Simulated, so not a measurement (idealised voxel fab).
The following process module bears the name voxel spacer lines.
Section shown: cut. Width: 210 nm. Cell size: 5 nm, square.
Think of the cross-section as a grid of square cells. We describe it in bands, top to bottom, and each band covers one or more rows of those cells. Read a band's entry like this: the first values are the height of its top and the height of its bottom in nm, and what follows is the sequence of materials from left to right, each with its width in nm. Note that "blank" is empty space, and that a single material marked "edge to edge" reaches across the band from edge to edge. Beneath 0, the wafer as received is one material, and that level is where height counting begins. The lowest band goes on downward without a bottom; it is written like "0 down". Width "30..40": first value at the band's top row of cells, second value at its bottom row, equal change from row to row. "all unchanged" -> step changed no cross-section cell. "Closed cavities" specifies each empty space that is not open to the top and that occupies no fewer than 8 cells, using the form width x height at distance, the distance measured from the left edge and all three quantities in nm. Post-settings text on a step line: simulator's own remark regarding the step. The optional step-line setting "overlay nm" applies to steps with a mask and quantifies how far to the right of its planned location the mask lay, a negative value indicating leftward placement.
Process steps foreseen in the plan
1) op RECEIVE | material Si
2) op CONFORMAL_DEP | material Al2O3 | thk nm 10
3) op DIRECTIONAL_DEP | material TiN | thk nm 10
4) op DIRECTIONAL_DEP | material polySi | thk nm 30
5) op PATTERN | tone cover | mask id MANDREL | material resist | width nm 15 | pitch nm 50 | thk nm 40 | overlay nm 0
6) op DIRECTIONAL_ETCH | etch materials polySi | depth nm 30
7) op STRIP | etch materials resist
8) op CONFORMAL_DEP | material SiO2 | thk nm 10
9) op DIRECTIONAL_ETCH | etch materials SiO2 | depth nm 10
10) op STRIP | etch materials polySi
11) op DIRECTIONAL_ETCH | etch materials TiN | depth nm 10
12) op STRIP | etch materials SiO2
Keep in mind the plan's value for the width nm of step 5 comes from the first wafer; the wafers don't share that setting, but they do share the same starting point.
First wafer of several, as received: cross-section after step 1
- 0 down = Si edge to edge
- Closed cavities: none
Depicted here is the first of several wafers in cross-section, at module completion following the last step, step 12
- 20 to 10 = 35 nm blank; 10 nm TiN; 15 nm blank; 10 nm TiN; 15 nm blank; 10 nm TiN; 15 nm blank; 10 nm TiN; 15 nm blank; 10 nm TiN; 15 nm blank; 10 nm TiN; 40 nm blank
- 10 to 0 = Al2O3 edge to edge
- 0 down = Si edge to edge
- Closed cavities: none
Cross-section at module completion, last wafer
- 20 to 10 = 30 nm blank; 10 nm TiN; 30 nm blank; 20 nm TiN; 30 nm blank; 20 nm TiN; 30 nm blank; 10 nm TiN; 30 nm blank
- 10 to 0 = Al2O3 edge to edge
- 0 down = Si edge to edge
- Closed cavities: none
Per wafer (row), end of module: delta in cells per material since receipt, (+) for gained, (-) for lost; closed voids after that
width nm 15 | +84 Al2O3 | +24 TiN | Closed cavities: none
width nm 20 | +84 Al2O3 | +24 TiN | Closed cavities: none
width nm 25 | +84 Al2O3 | +24 TiN | Closed cavities: none
width nm 30 | +84 Al2O3 | +24 TiN | Closed cavities: none
